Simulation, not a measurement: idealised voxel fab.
Proc. module: voxel self aligned contacts
We display cut, a cross-section 290 nm in width whose square cells are each 5 nm.
Cross-section format: a grid of square cells, given as bands from top to bottom; each band is one or more rows of cells. Heights first: top, then bottom, in nm. Then materials, left to right, each with a width in nm. "everywhere" on a single material: fills the band edge to edge. "empty": empty space. Note: height 0 marks the level under which the wafer is uniformly one material as received. Lowest band unbounded below, written "top 0, no bottom". Width: "30->40" (first number = top row, second number = bottom row, same change from row to row of cells). "remained the same" means the step left every cell of the cross-section as it was. "Entrapped voids" - sealed voids, min. 8 cells, no opening to top; format: width x height at distance (distance from left edge; nm throughout). On each step's line, the part that comes after the settings is the simulator's own comment on the step. "overlay nm", when on a step's line for a step with a mask, measures how far to the right of its planned place the mask lay; a negative measure means to the left.
Listed below are the process steps as planned:
1 RECEIVE: material Si
2 CONFORMAL_DEP: material SiO2, thk nm 5
3 DIRECTIONAL_DEP: material polySi, thk nm 25
4 DIRECTIONAL_DEP: material SiN, thk nm 20
5 DIRECTIONAL_DEP: material aC, thk nm 10
6 PATTERN: tone cover, mask id GATE, material resist, width nm 35, pitch nm 60, thk nm 25, overlay nm -15
7 DIRECTIONAL_ETCH: etch materials aC, depth nm 10
8 STRIP: etch materials resist
9 DIRECTIONAL_ETCH: etch materials SiN, depth nm 20
10 DIRECTIONAL_ETCH: etch materials polySi, depth nm 25
11 STRIP: etch materials aC
12 CONFORMAL_DEP: material SiN, thk nm 5
13 DIRECTIONAL_ETCH: etch materials SiN, depth nm 5
14 FILL_DEP: material SiO2, thk nm 10
15 CMP: height nm 55
16 MASKED_ETCH: tone open, mask id CONTACT, width nm 35, etch materials SiO2, depth nm 55, overlay nm 0
17 CONFORMAL_DEP: material TiN, thk nm 5
18 FILL_DEP: material W, thk nm 5
19 CMP: height nm 55
20 CONFORMAL_DEP: material SiN, thk nm 5
Among the wafers covered here, the point of difference is the overlay nm at step 6; their starting state is shared, and the plan presents the value of the first wafer.
Cross-section of the first incoming wafer of several, state after step 1:
	top 0, no bottom | Si everywhere
	Entrapped voids: none
Here is how to read the rows: every wafer has a row, and it shows the wafer at the end of the module, giving for each material how many cells were gained (+) or lost (-) since the wafer was received, then listing its closed voids:
overlay nm -15, +150 SiN, +449 SiO2, +27 TiN, +70 polySi, Entrapped voids: none
overlay nm -10, +150 SiN, +439 SiO2, +27 TiN, +10 W, +70 polySi, Entrapped voids: none
overlay nm -5, +150 SiN, +439 SiO2, +27 TiN, +10 W, +70 polySi, Entrapped voids: none
overlay nm 0, +150 SiN, +439 SiO2, +27 TiN, +10 W, +70 polySi, Entrapped voids: none
overlay nm 5, +150 SiN, +439 SiO2, +27 TiN, +10 W, +70 polySi, Entrapped voids: none
overlay nm 10, +150 SiN, +439 SiO2, +27 TiN, +10 W, +70 polySi, Entrapped voids: none
overlay nm 15, +150 SiN, +449 SiO2, +27 TiN, +70 polySi, Entrapped voids: none
